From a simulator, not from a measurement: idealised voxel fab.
process module | voxel tone inversion
cross-section cut | 155 nm wide | cells 5 nm
A cross-section is a grid of square cells, given in bands from the top down. A band is one or more rows of cells.
Each band's line starts with the height of the band's top and of its bottom, in nm. Then come its materials from left to right, each with its width in nm. One material with "throughout" fills the band from edge to edge. "air" is empty space.
Height 0 is the level under which the wafer as received is all one material. The lowest band goes on downwards, as in "0 down".
A width such as "30 to 40" changes by the same amount from each row of cells to the next, from the band's top row to its bottom row.
"no change" after a step means that no cell of the cross-section changed.
closed voids: empty space of 8 cells or more with no open way to the top, each as width x height at its distance from the left edge, in nm
after a step's settings: what the simulator itself notes on the step
overlay nm, on a step with a mask: how far to the right of its planned place the mask lay; to the left if negative
plan
1 op RECEIVE | material Si
2 op CONFORMAL_DEP | material SiN | thk nm 5
3 op DIRECTIONAL_DEP | material polySi | thk nm 25
4 op PATTERN | tone cover | mask id POSTS | material resist | width nm 25 | pitch nm 50 | thk nm 35 | overlay nm 0
5 op DIRECTIONAL_ETCH | etch materials polySi | depth nm 25
6 op STRIP | etch materials resist
7 op FILL_DEP | material lowk | thk nm 5
8 op CMP | height nm 30
9 op STRIP | etch materials polySi
10 op CONFORMAL_DEP | material TiN | thk nm 5
11 op FILL_DEP | material Ru | thk nm 10
12 op CMP | height nm 30
13 op CONFORMAL_DEP | material SiN | thk nm 5
first wafer, as planned
as received, after step 1
  0 down: Si throughout
  closed voids: none
after step 2
  5 to 0: SiN throughout
  below 0: unchanged
after step 3
  30 to 5: polySi throughout
  below 5: unchanged
after step 4
  65 to 30: air 15 | resist 25 | air 25 | resist 25 | air 25 | resist 25 | air 15
  below 30: unchanged
after step 5
  65 to 30: air 15 | resist 25 | air 25 | resist 25 | air 25 | resist 25 | air 15
  30 to 5: air 15 | polySi 25 | air 25 | polySi 25 | air 25 | polySi 25 | air 15
  below 5: unchanged
after step 6
  30 to 5: air 15 | polySi 25 | air 25 | polySi 25 | air 25 | polySi 25 | air 15
  below 5: unchanged
after step 7
  35 to 30: lowk throughout
  30 to 5: lowk 15 | polySi 25 | lowk 25 | polySi 25 | lowk 25 | polySi 25 | lowk 15
  below 5: unchanged
after step 8
  30 to 5: lowk 15 | polySi 25 | lowk 25 | polySi 25 | lowk 25 | polySi 25 | lowk 15
  below 5: unchanged
after step 9
  30 to 5: lowk 15 | air 25 | lowk 25 | air 25 | lowk 25 | air 25 | lowk 15
  below 5: unchanged
after step 10
  35 to 30: TiN 20 | air 15 | TiN 35 | air 15 | TiN 35 | air 15 | TiN 20
  30 to 10: lowk 15 | TiN 5 | air 15 | TiN 5 | lowk 25 | TiN 5 | air 15 | TiN 5 | lowk 25 | TiN 5 | air 15 | TiN 5 | lowk 15
  10 to 5: lowk 15 | TiN 25 | lowk 25 | TiN 25 | lowk 25 | TiN 25 | lowk 15
  below 5: unchanged
after step 11
  45 to 35: Ru throughout
  35 to 30: TiN 20 | Ru 15 | TiN 35 | Ru 15 | TiN 35 | Ru 15 | TiN 20
  30 to 10: lowk 15 | TiN 5 | Ru 15 | TiN 5 | lowk 25 | TiN 5 | Ru 15 | TiN 5 | lowk 25 | TiN 5 | Ru 15 | TiN 5 | lowk 15
  below 10: unchanged
after step 12
  30 to 10: lowk 15 | TiN 5 | Ru 15 | TiN 5 | lowk 25 | TiN 5 | Ru 15 | TiN 5 | lowk 25 | TiN 5 | Ru 15 | TiN 5 | lowk 15
  below 10: unchanged
after step 13
  35 to 30: SiN throughout
  below 30: unchanged
second wafer: like start, like plan, one mistake. Through step 2 it matches the first wafer
when step 3 should have ended
  30 to 5: TiN throughout
  below 5: unchanged
when step 4 should have ended
  65 to 30: air 15 | resist 25 | air 25 | resist 25 | air 25 | resist 25 | air 15
  below 30: unchanged
when step 5 should have ended: no change
when step 6 should have ended
  30 to 5: TiN throughout
  below 5: unchanged
when step 7 should have ended
  35 to 30: lowk throughout
  below 30: unchanged
when step 8 should have ended
  30 to 5: TiN throughout
  below 5: unchanged
when step 9 should have ended: no change
when step 10 should have ended
  35 to 5: TiN throughout
  below 5: unchanged
when step 11 should have ended
  45 to 35: Ru throughout
  below 35: unchanged
when step 12 should have ended
  30 to 5: TiN throughout
  below 5: unchanged
when step 13 should have ended
  35 to 30: SiN throughout
  below 30: unchanged
what went wrong: step 3 ran as: op DIRECTIONAL_DEP | material TiN | thk nm 25
at the end the second wafer has, in cells: 36 fewer of Ru | 116 more of TiN | 80 fewer of lowk
